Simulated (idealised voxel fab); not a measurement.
process module | voxel transistor to metal
cross-section cut | 300 nm wide | cells 5 nm
A cross-section is a grid of square cells, given in bands from the top down. A band is one or more rows of cells.
Each band's line starts with the height of the band's top and of its bottom, in nm. Then come its materials from left to right, each with its width in nm. One material with "throughout" fills the band from edge to edge. "air" is empty space.
Height 0 is the level under which the wafer as received is all one material. The lowest band goes on downwards, as in "0 down".
A width such as "30 to 40" changes by the same amount from each row of cells to the next, from the band's top row to its bottom row.
"no change" after a step means that no cell of the cross-section changed.
closed voids: empty space of 8 cells or more with no open way to the top, each as width x height at its distance from the left edge, in nm
after a step's settings: what the simulator itself notes on the step
overlay nm, on a step with a mask: how far to the right of its planned place the mask lay; to the left if negative
plan
1 op RECEIVE | material Si
2 op CONFORMAL_DEP | material SiO2 | thk nm 5
3 op CONFORMAL_DEP | material SiN | thk nm 10
4 op DIRECTIONAL_DEP | material aC | thk nm 15
5 op PATTERN | tone cover | mask id ACTIVE | material resist | width nm 120 | pitch nm 140 | thk nm 30 | overlay nm 0
6 op DIRECTIONAL_ETCH | etch materials aC | depth nm 15
7 op STRIP | etch materials resist
8 op DIRECTIONAL_ETCH | etch materials SiN | depth nm 10
9 op DIRECTIONAL_ETCH | etch materials SiO2 | depth nm 5
10 op DIRECTIONAL_ETCH | etch materials Si | depth nm 20
11 op STRIP | etch materials aC
12 op OXIDIZE | depth nm 5
13 op FILL_DEP | material SiO2 | thk nm 10
14 op CMP | height nm 15
15 op SELECTIVE_ETCH | etch materials SiO2 | depth nm 10
16 op STRIP | etch materials SiN
17 op SELECTIVE_ETCH | etch materials SiO2 | depth nm 5
18 op OXIDIZE | depth nm 5
19 op DIRECTIONAL_DEP | material polySi | thk nm 25
20 op DIRECTIONAL_DEP | material SiCN | thk nm 15
21 op PATTERN | tone cover | mask id GATE | material resist | width nm 30 | pitch nm 140 | thk nm 15 | overlay nm 0
22 op DIRECTIONAL_ETCH | etch materials SiCN | depth nm 25
23 op DIRECTIONAL_ETCH | etch materials polySi | depth nm 35
24 op STRIP | etch materials resist
25 op CONFORMAL_DEP | material SiN | thk nm 5
26 op DIRECTIONAL_ETCH | etch materials SiN | depth nm 5
27 op DIRECTIONAL_ETCH | etch materials SiO2 | depth nm 5
28 op DIRECTIONAL_ETCH | etch materials Si | depth nm 5
29 op EPI | material nSi | thk nm 10
30 op FILL_DEP | material SiO2 | thk nm 10
31 op CMP | height nm 25
32 op STRIP | etch materials polySi
33 op SELECTIVE_ETCH | etch materials SiO2 | depth nm 5
34 op CONFORMAL_DEP | material HfO2 | thk nm 5
35 op CONFORMAL_DEP | material TiN | thk nm 5
36 op FILL_DEP | material W | thk nm 10
37 op CMP | height nm 20
38 op DIRECTIONAL_DEP | material SiO2 | thk nm 10
39 op DIRECTIONAL_DEP | material aC | thk nm 10
40 op PATTERN | tone open | mask id CONTACT | material resist | width nm 20 | thk nm 30 | overlay nm 0
41 op DIRECTIONAL_ETCH | etch materials aC | depth nm 10
42 op STRIP | etch materials resist
43 op DIRECTIONAL_ETCH | etch materials SiO2 | depth nm 30
44 op STRIP | etch materials aC
45 op CONFORMAL_DEP | material TiN | thk nm 5
46 op FILL_DEP | material W | thk nm 10
47 op CMP | height nm 30
48 op CONFORMAL_DEP | material SiN | thk nm 5
49 op DIRECTIONAL_DEP | material SiO2 | thk nm 15
50 op PATTERN | tone open | mask id METAL_1 | material resist | width nm 20 | thk nm 15 | overlay nm 0
51 op DIRECTIONAL_ETCH | etch materials SiO2 | depth nm 15
52 op DIRECTIONAL_ETCH | etch materials SiN | depth nm 5
53 op STRIP | etch materials resist
54 op CONFORMAL_DEP | material TiN | thk nm 5
55 op FILL_DEP | material Ru | thk nm 5
56 op CMP | height nm 50
57 op EPI | material Ru | thk nm 5
58 op FILL_DEP | material SiCN | thk nm 5
59 op DIRECTIONAL_DEP | material SiO2 | thk nm 30
60 op DIRECTIONAL_DEP | material aC | thk nm 10
61 op PATTERN | tone open | mask id METAL_2 | material resist | width nm 20 | pitch nm 140 | thk nm 30 | overlay nm 0
62 op DIRECTIONAL_ETCH | etch materials aC | depth nm 10
63 op STRIP | etch materials resist
64 op DIRECTIONAL_ETCH | etch materials SiO2 | depth nm 15
65 op STRIP | etch materials aC
66 op MASKED_ETCH | tone open | mask id METAL_2_HOLES | width nm 15 | pitch nm 140 | etch materials SiO2 | depth nm 15 | overlay nm 0
67 op MASKED_ETCH | tone open | mask id METAL_2_HOLES | width nm 15 | pitch nm 140 | etch materials SiCN | depth nm 5 | overlay nm 0
68 op CONFORMAL_DEP | material TiN | thk nm 5
69 op FILL_DEP | material Cu | thk nm 5
70 op CMP | height nm 90
71 op CONFORMAL_DEP | material SiN | thk nm 5
first wafer, as planned
as received, after step 1
  0 down: Si throughout
  closed voids: none
after step 2
  5 to 0: SiO2 throughout
  below 0: unchanged
after step 3
  15 to 5: SiN throughout
  below 5: unchanged
after step 4
  30 to 15: aC throughout
  below 15: unchanged
after step 5
  60 to 30: air 20 | resist 120 | air 20 | resist 120 | air 20
  below 30: unchanged
after step 6
  45 to 30: air 20 | resist 120 | air 20 | resist 120 | air 20
  30 to 15: air 20 | aC 120 | air 20 | aC 120 | air 20
  below 15: unchanged
after step 7
  30 to 15: air 20 | aC 120 | air 20 | aC 120 | air 20
  below 15: unchanged
after step 8
  30 to 15: air 20 | aC 120 | air 20 | aC 120 | air 20
  15 to 5: air 20 | SiN 120 | air 20 | SiN 120 | air 20
  below 5: unchanged
after step 9
  30 to 15: air 20 | aC 120 | air 20 | aC 120 | air 20
  15 to 5: air 20 | SiN 120 | air 20 | SiN 120 | air 20
  5 to 0: air 20 | SiO2 120 | air 20 | SiO2 120 | air 20
  below 0: unchanged
after step 10
  30 to 15: air 20 | aC 120 | air 20 | aC 120 | air 20
  15 to 5: air 20 | SiN 120 | air 20 | SiN 120 | air 20
  5 to 0: air 20 | SiO2 120 | air 20 | SiO2 120 | air 20
  0 to -20: air 20 | Si 120 | air 20 | Si 120 | air 20
  below -20: unchanged
after step 11
  15 to 5: air 20 | SiN 120 | air 20 | SiN 120 | air 20
  below 5: unchanged
after step 12
  15 to 5: air 20 | SiN 120 | air 20 | SiN 120 | air 20
  5 to 0: air 20 | SiO2 120 | air 20 | SiO2 120 | air 20
  0 to -20: air 20 | SiO2 5 | Si 110 | SiO2 5 | air 20 | SiO2 5 | Si 110 | SiO2 5 | air 20
  -20 to -25: SiO2 25 | Si 110 | SiO2 30 | Si 110 | SiO2 25
  below -25: unchanged
after step 13
  25 to 15: SiO2 throughout
  15 to 5: SiO2 20 | SiN 120 | SiO2 20 | SiN 120 | SiO2 20
  5 to 0: SiO2 throughout
  0 to -25: SiO2 25 | Si 110 | SiO2 30 | Si 110 | SiO2 25
  below -25: unchanged
after step 14
  15 to 5: SiO2 20 | SiN 120 | SiO2 20 | SiN 120 | SiO2 20
  below 5: unchanged
after step 15
  15 to 5: air 20 | SiN 120 | air 20 | SiN 120 | air 20
  below 5: unchanged
after step 16
  5 to 0: SiO2 throughout
  below 0: unchanged
after step 17
  0 to -25: SiO2 25 | Si 110 | SiO2 30 | Si 110 | SiO2 25
  below -25: unchanged
after step 18
  0 to -5: SiO2 throughout
  below -5: unchanged
after step 19
  25 to 0: polySi throughout
  below 0: unchanged
after step 20
  40 to 25: SiCN throughout
  below 25: unchanged
after step 21
  55 to 40: air 65 | resist 30 | air 110 | resist 30 | air 65
  below 40: unchanged
after step 22
  55 to 40: air 65 | resist 30 | air 110 | resist 30 | air 65
  40 to 25: air 65 | SiCN 30 | air 110 | SiCN 30 | air 65
  below 25: unchanged
after step 23
  55 to 40: air 65 | resist 30 | air 110 | resist 30 | air 65
  40 to 25: air 65 | SiCN 30 | air 110 | SiCN 30 | air 65
  25 to 0: air 65 | polySi 30 | air 110 | polySi 30 | air 65
  below 0: unchanged
after step 24
  40 to 25: air 65 | SiCN 30 | air 110 | SiCN 30 | air 65
  below 25: unchanged
after step 25
  45 to 40: air 60 | SiN 40 | air 100 | SiN 40 | air 60
  40 to 25: air 60 | SiN 5 | SiCN 30 | SiN 5 | air 100 | SiN 5 | SiCN 30 | SiN 5 | air 60
  25 to 5: air 60 | SiN 5 | polySi 30 | SiN 5 | air 100 | SiN 5 | polySi 30 | SiN 5 | air 60
  5 to 0: SiN 65 | polySi 30 | SiN 110 | polySi 30 | SiN 65
  below 0: unchanged
after step 26
  40 to 25: air 60 | SiN 5 | SiCN 30 | SiN 5 | air 100 | SiN 5 | SiCN 30 | SiN 5 | air 60
  25 to 0: air 60 | SiN 5 | polySi 30 | SiN 5 | air 100 | SiN 5 | polySi 30 | SiN 5 | air 60
  below 0: unchanged
after step 27
  40 to 25: air 60 | SiN 5 | SiCN 30 | SiN 5 | air 100 | SiN 5 | SiCN 30 | SiN 5 | air 60
  25 to 0: air 60 | SiN 5 | polySi 30 | SiN 5 | air 100 | SiN 5 | polySi 30 | SiN 5 | air 60
  0 to -5: air 60 | SiO2 40 | air 100 | SiO2 40 | air 60
  below -5: unchanged
after step 28
  40 to 25: air 60 | SiN 5 | SiCN 30 | SiN 5 | air 100 | SiN 5 | SiCN 30 | SiN 5 | air 60
  25 to 0: air 60 | SiN 5 | polySi 30 | SiN 5 | air 100 | SiN 5 | polySi 30 | SiN 5 | air 60
  0 to -5: air 60 | SiO2 40 | air 100 | SiO2 40 | air 60
  -5 to -10: SiO2 25 | air 35 | Si 40 | air 35 | SiO2 30 | air 35 | Si 40 | air 35 | SiO2 25
  below -10: unchanged
after step 29
  40 to 25: air 60 | SiN 5 | SiCN 30 | SiN 5 | air 100 | SiN 5 | SiCN 30 | SiN 5 | air 60
  25 to 5: air 60 | SiN 5 | polySi 30 | SiN 5 | air 100 | SiN 5 | polySi 30 | SiN 5 | air 60
  5 to 0: air 50 | nSi 10 | SiN 5 | polySi 30 | SiN 5 | nSi 10 | air 80 | nSi 10 | SiN 5 | polySi 30 | SiN 5 | nSi 10 | air 50
  0 to -5: air 20 | nSi 40 | SiO2 40 | nSi 40 | air 20 | nSi 40 | SiO2 40 | nSi 40 | air 20
  -5 to -10: SiO2 25 | nSi 35 | Si 40 | nSi 35 | SiO2 30 | nSi 35 | Si 40 | nSi 35 | SiO2 25
  below -10: unchanged
after step 30
  50 to 40: SiO2 throughout
  40 to 25: SiO2 60 | SiN 5 | SiCN 30 | SiN 5 | SiO2 100 | SiN 5 | SiCN 30 | SiN 5 | SiO2 60
  25 to 5: SiO2 60 | SiN 5 | polySi 30 | SiN 5 | SiO2 100 | SiN 5 | polySi 30 | SiN 5 | SiO2 60
  5 to 0: SiO2 50 | nSi 10 | SiN 5 | polySi 30 | SiN 5 | nSi 10 | SiO2 80 | nSi 10 | SiN 5 | polySi 30 | SiN 5 | nSi 10 | SiO2 50
  0 to -5: SiO2 20 | nSi 40 | SiO2 40 | nSi 40 | SiO2 20 | nSi 40 | SiO2 40 | nSi 40 | SiO2 20
  below -5: unchanged
after step 31
  25 to 5: SiO2 60 | SiN 5 | polySi 30 | SiN 5 | SiO2 100 | SiN 5 | polySi 30 | SiN 5 | SiO2 60
  below 5: unchanged
after step 32
  25 to 5: SiO2 60 | SiN 5 | air 30 | SiN 5 | SiO2 100 | SiN 5 | air 30 | SiN 5 | SiO2 60
  5 to 0: SiO2 50 | nSi 10 | SiN 5 | air 30 | SiN 5 | nSi 10 | SiO2 80 | nSi 10 | SiN 5 | air 30 | SiN 5 | nSi 10 | SiO2 50
  below 0: unchanged
after step 33
  25 to 20: air 60 | SiN 5 | air 30 | SiN 5 | air 100 | SiN 5 | air 30 | SiN 5 | air 60
  20 to 5: SiO2 60 | SiN 5 | air 30 | SiN 5 | SiO2 100 | SiN 5 | air 30 | SiN 5 | SiO2 60
  5 to 0: SiO2 50 | nSi 10 | SiN 5 | air 30 | SiN 5 | nSi 10 | SiO2 80 | nSi 10 | SiN 5 | air 30 | SiN 5 | nSi 10 | SiO2 50
  0 to -5: SiO2 20 | nSi 40 | air 40 | nSi 40 | SiO2 20 | nSi 40 | air 40 | nSi 40 | SiO2 20
  below -5: unchanged
after step 34
  30 to 25: air 55 | HfO2 15 | air 20 | HfO2 15 | air 90 | HfO2 15 | air 20 | HfO2 15 | air 55
  25 to 20: HfO2 60 | SiN 5 | HfO2 5 | air 20 | HfO2 5 | SiN 5 | HfO2 100 | SiN 5 | HfO2 5 | air 20 | HfO2 5 | SiN 5 | HfO2 60
  20 to 5: SiO2 60 | SiN 5 | HfO2 5 | air 20 | HfO2 5 | SiN 5 | SiO2 100 | SiN 5 | HfO2 5 | air 20 | HfO2 5 | SiN 5 | SiO2 60
  5 to 0: SiO2 50 | nSi 10 | SiN 5 | HfO2 5 | air 20 | HfO2 5 | SiN 5 | nSi 10 | SiO2 80 | nSi 10 | SiN 5 | HfO2 5 | air 20 | HfO2 5 | SiN 5 | nSi 10 | SiO2 50
  0 to -5: SiO2 20 | nSi 40 | HfO2 40 | nSi 40 | SiO2 20 | nSi 40 | HfO2 40 | nSi 40 | SiO2 20
  below -5: unchanged
after step 35
  35 to 30: air 50 | TiN 25 | air 10 | TiN 25 | air 80 | TiN 25 | air 10 | TiN 25 | air 50
  30 to 25: TiN 55 | HfO2 15 | TiN 5 | air 10 | TiN 5 | HfO2 15 | TiN 90 | HfO2 15 | TiN 5 | air 10 | TiN 5 | HfO2 15 | TiN 55
  25 to 20: HfO2 60 | SiN 5 | HfO2 5 | TiN 5 | air 10 | TiN 5 | HfO2 5 | SiN 5 | HfO2 100 | SiN 5 | HfO2 5 | TiN 5 | air 10 | TiN 5 | HfO2 5 | SiN 5 | HfO2 60
  20 to 5: SiO2 60 | SiN 5 | HfO2 5 | TiN 5 | air 10 | TiN 5 | HfO2 5 | SiN 5 | SiO2 100 | SiN 5 | HfO2 5 | TiN 5 | air 10 | TiN 5 | HfO2 5 | SiN 5 | SiO2 60
  5 to 0: SiO2 50 | nSi 10 | SiN 5 | HfO2 5 | TiN 20 | HfO2 5 | SiN 5 | nSi 10 | SiO2 80 | nSi 10 | SiN 5 | HfO2 5 | TiN 20 | HfO2 5 | SiN 5 | nSi 10 | SiO2 50
  below 0: unchanged
after step 36
  45 to 35: W throughout
  35 to 30: W 50 | TiN 25 | W 10 | TiN 25 | W 80 | TiN 25 | W 10 | TiN 25 | W 50
  30 to 25: TiN 55 | HfO2 15 | TiN 5 | W 10 | TiN 5 | HfO2 15 | TiN 90 | HfO2 15 | TiN 5 | W 10 | TiN 5 | HfO2 15 | TiN 55
  25 to 20: HfO2 60 | SiN 5 | HfO2 5 | TiN 5 | W 10 | TiN 5 | HfO2 5 | SiN 5 | HfO2 100 | SiN 5 | HfO2 5 | TiN 5 | W 10 | TiN 5 | HfO2 5 | SiN 5 | HfO2 60
  20 to 5: SiO2 60 | SiN 5 | HfO2 5 | TiN 5 | W 10 | TiN 5 | HfO2 5 | SiN 5 | SiO2 100 | SiN 5 | HfO2 5 | TiN 5 | W 10 | TiN 5 | HfO2 5 | SiN 5 | SiO2 60
  below 5: unchanged
after step 37
  20 to 5: SiO2 60 | SiN 5 | HfO2 5 | TiN 5 | W 10 | TiN 5 | HfO2 5 | SiN 5 | SiO2 100 | SiN 5 | HfO2 5 | TiN 5 | W 10 | TiN 5 | HfO2 5 | SiN 5 | SiO2 60
  below 5: unchanged
after step 38
  30 to 20: SiO2 throughout
  below 20: unchanged
after step 39
  40 to 30: aC throughout
  below 30: unchanged
after step 40
  70 to 40: resist 30 | air 20 | resist 60 | air 20 | resist 40 | air 20 | resist 60 | air 20 | resist 30
  below 40: unchanged
after step 41
  60 to 40: resist 30 | air 20 | resist 60 | air 20 | resist 40 | air 20 | resist 60 | air 20 | resist 30
  40 to 30: aC 30 | air 20 | aC 60 | air 20 | aC 40 | air 20 | aC 60 | air 20 | aC 30
  below 30: unchanged
after step 42
  40 to 30: aC 30 | air 20 | aC 60 | air 20 | aC 40 | air 20 | aC 60 | air 20 | aC 30
  below 30: unchanged
after step 43
  40 to 30: aC 30 | air 20 | aC 60 | air 20 | aC 40 | air 20 | aC 60 | air 20 | aC 30
  30 to 20: SiO2 30 | air 20 | SiO2 60 | air 20 | SiO2 40 | air 20 | SiO2 60 | air 20 | SiO2 30
  20 to 5: SiO2 30 | air 20 | SiO2 10 | SiN 5 | HfO2 5 | TiN 5 | W 10 | TiN 5 | HfO2 5 | SiN 5 | SiO2 10 | air 20 | SiO2 40 | air 20 | SiO2 10 | SiN 5 | HfO2 5 | TiN 5 | W 10 | TiN 5 | HfO2 5 | SiN 5 | SiO2 10 | air 20 | SiO2 30
  5 to 0: SiO2 30 | air 20 | nSi 10 | SiN 5 | HfO2 5 | TiN 20 | HfO2 5 | SiN 5 | nSi 10 | air 20 | SiO2 40 | air 20 | nSi 10 | SiN 5 | HfO2 5 | TiN 20 | HfO2 5 | SiN 5 | nSi 10 | air 20 | SiO2 30
  below 0: unchanged
after step 44
  30 to 20: SiO2 30 | air 20 | SiO2 60 | air 20 | SiO2 40 | air 20 | SiO2 60 | air 20 | SiO2 30
  below 20: unchanged
after step 45
  35 to 30: TiN 35 | air 10 | TiN 70 | air 10 | TiN 50 | air 10 | TiN 70 | air 10 | TiN 35
  30 to 20: SiO2 30 | TiN 5 | air 10 | TiN 5 | SiO2 60 | TiN 5 | air 10 | TiN 5 | SiO2 40 | TiN 5 | air 10 | TiN 5 | SiO2 60 | TiN 5 | air 10 | TiN 5 | SiO2 30
  20 to 5: SiO2 30 | TiN 5 | air 10 | TiN 5 | SiO2 10 | SiN 5 | HfO2 5 | TiN 5 | W 10 | TiN 5 | HfO2 5 | SiN 5 | SiO2 10 | TiN 5 | air 10 | TiN 5 | SiO2 40 | TiN 5 | air 10 | TiN 5 | SiO2 10 | SiN 5 | HfO2 5 | TiN 5 | W 10 | TiN 5 | HfO2 5 | SiN 5 | SiO2 10 | TiN 5 | air 10 | TiN 5 | SiO2 30
  5 to 0: SiO2 30 | TiN 20 | nSi 10 | SiN 5 | HfO2 5 | TiN 20 | HfO2 5 | SiN 5 | nSi 10 | TiN 20 | SiO2 40 | TiN 20 | nSi 10 | SiN 5 | HfO2 5 | TiN 20 | HfO2 5 | SiN 5 | nSi 10 | TiN 20 | SiO2 30
  below 0: unchanged
after step 46
  45 to 35: W throughout
  35 to 30: TiN 35 | W 10 | TiN 70 | W 10 | TiN 50 | W 10 | TiN 70 | W 10 | TiN 35
  30 to 20: SiO2 30 | TiN 5 | W 10 | TiN 5 | SiO2 60 | TiN 5 | W 10 | TiN 5 | SiO2 40 | TiN 5 | W 10 | TiN 5 | SiO2 60 | TiN 5 | W 10 | TiN 5 | SiO2 30
  20 to 5: SiO2 30 | TiN 5 | W 10 | TiN 5 | SiO2 10 | SiN 5 | HfO2 5 | TiN 5 | W 10 | TiN 5 | HfO2 5 | SiN 5 | SiO2 10 | TiN 5 | W 10 | TiN 5 | SiO2 40 | TiN 5 | W 10 | TiN 5 | SiO2 10 | SiN 5 | HfO2 5 | TiN 5 | W 10 | TiN 5 | HfO2 5 | SiN 5 | SiO2 10 | TiN 5 | W 10 | TiN 5 | SiO2 30
  below 5: unchanged
after step 47
  30 to 20: SiO2 30 | TiN 5 | W 10 | TiN 5 | SiO2 60 | TiN 5 | W 10 | TiN 5 | SiO2 40 | TiN 5 | W 10 | TiN 5 | SiO2 60 | TiN 5 | W 10 | TiN 5 | SiO2 30
  below 20: unchanged
after step 48
  35 to 30: SiN throughout
  below 30: unchanged
after step 49
  50 to 35: SiO2 throughout
  below 35: unchanged
after step 50
  65 to 50: resist 30 | air 20 | resist 60 | air 20 | resist 40 | air 20 | resist 60 | air 20 | resist 30
  below 50: unchanged
after step 51
  65 to 50: resist 30 | air 20 | resist 60 | air 20 | resist 40 | air 20 | resist 60 | air 20 | resist 30
  50 to 35: SiO2 30 | air 20 | SiO2 60 | air 20 | SiO2 40 | air 20 | SiO2 60 | air 20 | SiO2 30
  below 35: unchanged
after step 52
  65 to 50: resist 30 | air 20 | resist 60 | air 20 | resist 40 | air 20 | resist 60 | air 20 | resist 30
  50 to 35: SiO2 30 | air 20 | SiO2 60 | air 20 | SiO2 40 | air 20 | SiO2 60 | air 20 | SiO2 30
  35 to 30: SiN 30 | air 20 | SiN 60 | air 20 | SiN 40 | air 20 | SiN 60 | air 20 | SiN 30
  below 30: unchanged
after step 53
  50 to 35: SiO2 30 | air 20 | SiO2 60 | air 20 | SiO2 40 | air 20 | SiO2 60 | air 20 | SiO2 30
  below 35: unchanged
after step 54
  55 to 50: TiN 35 | air 10 | TiN 70 | air 10 | TiN 50 | air 10 | TiN 70 | air 10 | TiN 35
  50 to 35: SiO2 30 | TiN 5 | air 10 | TiN 5 | SiO2 60 | TiN 5 | air 10 | TiN 5 | SiO2 40 | TiN 5 | air 10 | TiN 5 | SiO2 60 | TiN 5 | air 10 | TiN 5 | SiO2 30
  35 to 30: SiN 30 | TiN 20 | SiN 60 | TiN 20 | SiN 40 | TiN 20 | SiN 60 | TiN 20 | SiN 30
  below 30: unchanged
after step 55
  60 to 55: Ru throughout
  55 to 50: TiN 35 | Ru 10 | TiN 70 | Ru 10 | TiN 50 | Ru 10 | TiN 70 | Ru 10 | TiN 35
  50 to 35: SiO2 30 | TiN 5 | Ru 10 | TiN 5 | SiO2 60 | TiN 5 | Ru 10 | TiN 5 | SiO2 40 | TiN 5 | Ru 10 | TiN 5 | SiO2 60 | TiN 5 | Ru 10 | TiN 5 | SiO2 30
  below 35: unchanged
after step 56
  50 to 35: SiO2 30 | TiN 5 | Ru 10 | TiN 5 | SiO2 60 | TiN 5 | Ru 10 | TiN 5 | SiO2 40 | TiN 5 | Ru 10 | TiN 5 | SiO2 60 | TiN 5 | Ru 10 | TiN 5 | SiO2 30
  below 35: unchanged
after step 57
  55 to 50: air 25 | Ru 30 | air 50 | Ru 30 | air 30 | Ru 30 | air 50 | Ru 30 | air 25
  below 50: unchanged
after step 58
  60 to 55: SiCN throughout
  55 to 50: SiCN 25 | Ru 30 | SiCN 50 | Ru 30 | SiCN 30 | Ru 30 | SiCN 50 | Ru 30 | SiCN 25
  below 50: unchanged
after step 59
  90 to 60: SiO2 throughout
  below 60: unchanged
after step 60
  100 to 90: aC throughout
  below 90: unchanged
after step 61
  130 to 100: resist 30 | air 20 | resist 120 | air 20 | resist 110
  below 100: unchanged
after step 62
  120 to 100: resist 30 | air 20 | resist 120 | air 20 | resist 110
  100 to 90: aC 30 | air 20 | aC 120 | air 20 | aC 110
  below 90: unchanged
after step 63
  100 to 90: aC 30 | air 20 | aC 120 | air 20 | aC 110
  below 90: unchanged
after step 64
  100 to 90: aC 30 | air 20 | aC 120 | air 20 | aC 110
  90 to 75: SiO2 30 | air 20 | SiO2 120 | air 20 | SiO2 110
  below 75: unchanged
after step 65
  90 to 75: SiO2 30 | air 20 | SiO2 120 | air 20 | SiO2 110
  below 75: unchanged
after step 66
  90 to 75: SiO2 30 | air 20 | SiO2 120 | air 20 | SiO2 110
  75 to 60: SiO2 30 | air 15 | SiO2 125 | air 15 | SiO2 115
  below 60: unchanged
after step 67
  90 to 75: SiO2 30 | air 20 | SiO2 120 | air 20 | SiO2 110
  75 to 60: SiO2 30 | air 15 | SiO2 125 | air 15 | SiO2 115
  60 to 55: SiCN 30 | air 15 | SiCN 125 | air 15 | SiCN 115
  below 55: unchanged
after step 68
  95 to 90: TiN 35 | air 10 | TiN 130 | air 10 | TiN 115
  90 to 80: SiO2 30 | TiN 5 | air 10 | TiN 5 | SiO2 120 | TiN 5 | air 10 | TiN 5 | SiO2 110
  80 to 75: SiO2 30 | TiN 5 | air 5 | TiN 10 | SiO2 120 | TiN 5 | air 5 | TiN 10 | SiO2 110
  75 to 60: SiO2 30 | TiN 5 | air 5 | TiN 5 | SiO2 125 | TiN 5 | air 5 | TiN 5 | SiO2 115
  60 to 55: SiCN 30 | TiN 15 | SiCN 125 | TiN 15 | SiCN 115
  below 55: unchanged
after step 69
  100 to 95: Cu throughout
  95 to 90: TiN 35 | Cu 10 | TiN 130 | Cu 10 | TiN 115
  90 to 80: SiO2 30 | TiN 5 | Cu 10 | TiN 5 | SiO2 120 | TiN 5 | Cu 10 | TiN 5 | SiO2 110
  80 to 75: SiO2 30 | TiN 5 | Cu 5 | TiN 10 | SiO2 120 | TiN 5 | Cu 5 | TiN 10 | SiO2 110
  75 to 60: SiO2 30 | TiN 5 | Cu 5 | TiN 5 | SiO2 125 | TiN 5 | Cu 5 | TiN 5 | SiO2 115
  below 60: unchanged
after step 70
  90 to 80: SiO2 30 | TiN 5 | Cu 10 | TiN 5 | SiO2 120 | TiN 5 | Cu 10 | TiN 5 | SiO2 110
  below 80: unchanged
after step 71
  95 to 90: SiN throughout
  below 90: unchanged
second wafer: like start, like plan, one mistake. Through step 46 it matches the first wafer
when step 47 should have ended: no change
when step 48 should have ended
  50 to 45: SiN throughout
  below 45: unchanged
when step 49 should have ended
  65 to 50: SiO2 throughout
  below 50: unchanged
when step 50 should have ended
  80 to 65: resist 30 | air 20 | resist 60 | air 20 | resist 40 | air 20 | resist 60 | air 20 | resist 30
  below 65: unchanged
when step 51 should have ended
  80 to 65: resist 30 | air 20 | resist 60 | air 20 | resist 40 | air 20 | resist 60 | air 20 | resist 30
  65 to 50: SiO2 30 | air 20 | SiO2 60 | air 20 | SiO2 40 | air 20 | SiO2 60 | air 20 | SiO2 30
  below 50: unchanged
when step 52 should have ended
  80 to 65: resist 30 | air 20 | resist 60 | air 20 | resist 40 | air 20 | resist 60 | air 20 | resist 30
  65 to 50: SiO2 30 | air 20 | SiO2 60 | air 20 | SiO2 40 | air 20 | SiO2 60 | air 20 | SiO2 30
  50 to 45: SiN 30 | air 20 | SiN 60 | air 20 | SiN 40 | air 20 | SiN 60 | air 20 | SiN 30
  below 45: unchanged
when step 53 should have ended
  65 to 50: SiO2 30 | air 20 | SiO2 60 | air 20 | SiO2 40 | air 20 | SiO2 60 | air 20 | SiO2 30
  below 50: unchanged
when step 54 should have ended
  70 to 65: TiN 35 | air 10 | TiN 70 | air 10 | TiN 50 | air 10 | TiN 70 | air 10 | TiN 35
  65 to 50: SiO2 30 | TiN 5 | air 10 | TiN 5 | SiO2 60 | TiN 5 | air 10 | TiN 5 | SiO2 40 | TiN 5 | air 10 | TiN 5 | SiO2 60 | TiN 5 | air 10 | TiN 5 | SiO2 30
  50 to 45: SiN 30 | TiN 20 | SiN 60 | TiN 20 | SiN 40 | TiN 20 | SiN 60 | TiN 20 | SiN 30
  below 45: unchanged
when step 55 should have ended
  75 to 70: Ru throughout
  70 to 65: TiN 35 | Ru 10 | TiN 70 | Ru 10 | TiN 50 | Ru 10 | TiN 70 | Ru 10 | TiN 35
  65 to 50: SiO2 30 | TiN 5 | Ru 10 | TiN 5 | SiO2 60 | TiN 5 | Ru 10 | TiN 5 | SiO2 40 | TiN 5 | Ru 10 | TiN 5 | SiO2 60 | TiN 5 | Ru 10 | TiN 5 | SiO2 30
  below 50: unchanged
when step 56 should have ended
  50 to 45: SiN 30 | TiN 20 | SiN 60 | TiN 20 | SiN 40 | TiN 20 | SiN 60 | TiN 20 | SiN 30
  below 45: unchanged
when step 57 should have ended
  55 to 50: air 25 | Ru 30 | air 50 | Ru 30 | air 30 | Ru 30 | air 50 | Ru 30 | air 25
  below 50: unchanged
when step 58 should have ended
  60 to 55: SiCN throughout
  55 to 50: SiCN 25 | Ru 30 | SiCN 50 | Ru 30 | SiCN 30 | Ru 30 | SiCN 50 | Ru 30 | SiCN 25
  below 50: unchanged
when step 59 should have ended
  90 to 60: SiO2 throughout
  below 60: unchanged
when step 60 should have ended
  100 to 90: aC throughout
  below 90: unchanged
when step 61 should have ended
  130 to 100: resist 30 | air 20 | resist 120 | air 20 | resist 110
  below 100: unchanged
when step 62 should have ended
  120 to 100: resist 30 | air 20 | resist 120 | air 20 | resist 110
  100 to 90: aC 30 | air 20 | aC 120 | air 20 | aC 110
  below 90: unchanged
when step 63 should have ended
  100 to 90: aC 30 | air 20 | aC 120 | air 20 | aC 110
  below 90: unchanged
when step 64 should have ended
  100 to 90: aC 30 | air 20 | aC 120 | air 20 | aC 110
  90 to 75: SiO2 30 | air 20 | SiO2 120 | air 20 | SiO2 110
  below 75: unchanged
when step 65 should have ended
  90 to 75: SiO2 30 | air 20 | SiO2 120 | air 20 | SiO2 110
  below 75: unchanged
when step 66 should have ended
  90 to 75: SiO2 30 | air 20 | SiO2 120 | air 20 | SiO2 110
  75 to 60: SiO2 30 | air 15 | SiO2 125 | air 15 | SiO2 115
  below 60: unchanged
when step 67 should have ended
  90 to 75: SiO2 30 | air 20 | SiO2 120 | air 20 | SiO2 110
  75 to 60: SiO2 30 | air 15 | SiO2 125 | air 15 | SiO2 115
  60 to 55: SiCN 30 | air 15 | SiCN 125 | air 15 | SiCN 115
  below 55: unchanged
when step 68 should have ended
  95 to 90: TiN 35 | air 10 | TiN 130 | air 10 | TiN 115
  90 to 80: SiO2 30 | TiN 5 | air 10 | TiN 5 | SiO2 120 | TiN 5 | air 10 | TiN 5 | SiO2 110
  80 to 75: SiO2 30 | TiN 5 | air 5 | TiN 10 | SiO2 120 | TiN 5 | air 5 | TiN 10 | SiO2 110
  75 to 60: SiO2 30 | TiN 5 | air 5 | TiN 5 | SiO2 125 | TiN 5 | air 5 | TiN 5 | SiO2 115
  60 to 55: SiCN 30 | TiN 15 | SiCN 125 | TiN 15 | SiCN 115
  below 55: unchanged
when step 69 should have ended
  100 to 95: Cu throughout
  95 to 90: TiN 35 | Cu 10 | TiN 130 | Cu 10 | TiN 115
  90 to 80: SiO2 30 | TiN 5 | Cu 10 | TiN 5 | SiO2 120 | TiN 5 | Cu 10 | TiN 5 | SiO2 110
  80 to 75: SiO2 30 | TiN 5 | Cu 5 | TiN 10 | SiO2 120 | TiN 5 | Cu 5 | TiN 10 | SiO2 110
  75 to 60: SiO2 30 | TiN 5 | Cu 5 | TiN 5 | SiO2 125 | TiN 5 | Cu 5 | TiN 5 | SiO2 115
  below 60: unchanged
when step 70 should have ended
  90 to 80: SiO2 30 | TiN 5 | Cu 10 | TiN 5 | SiO2 120 | TiN 5 | Cu 10 | TiN 5 | SiO2 110
  below 80: unchanged
when step 71 should have ended
  95 to 90: SiN throughout
  below 90: unchanged
what went wrong: step 47 was left out
at the end the second wafer has, in cells: 24 fewer of Ru | 132 fewer of SiO2 | 28 more of TiN | 128 more of W
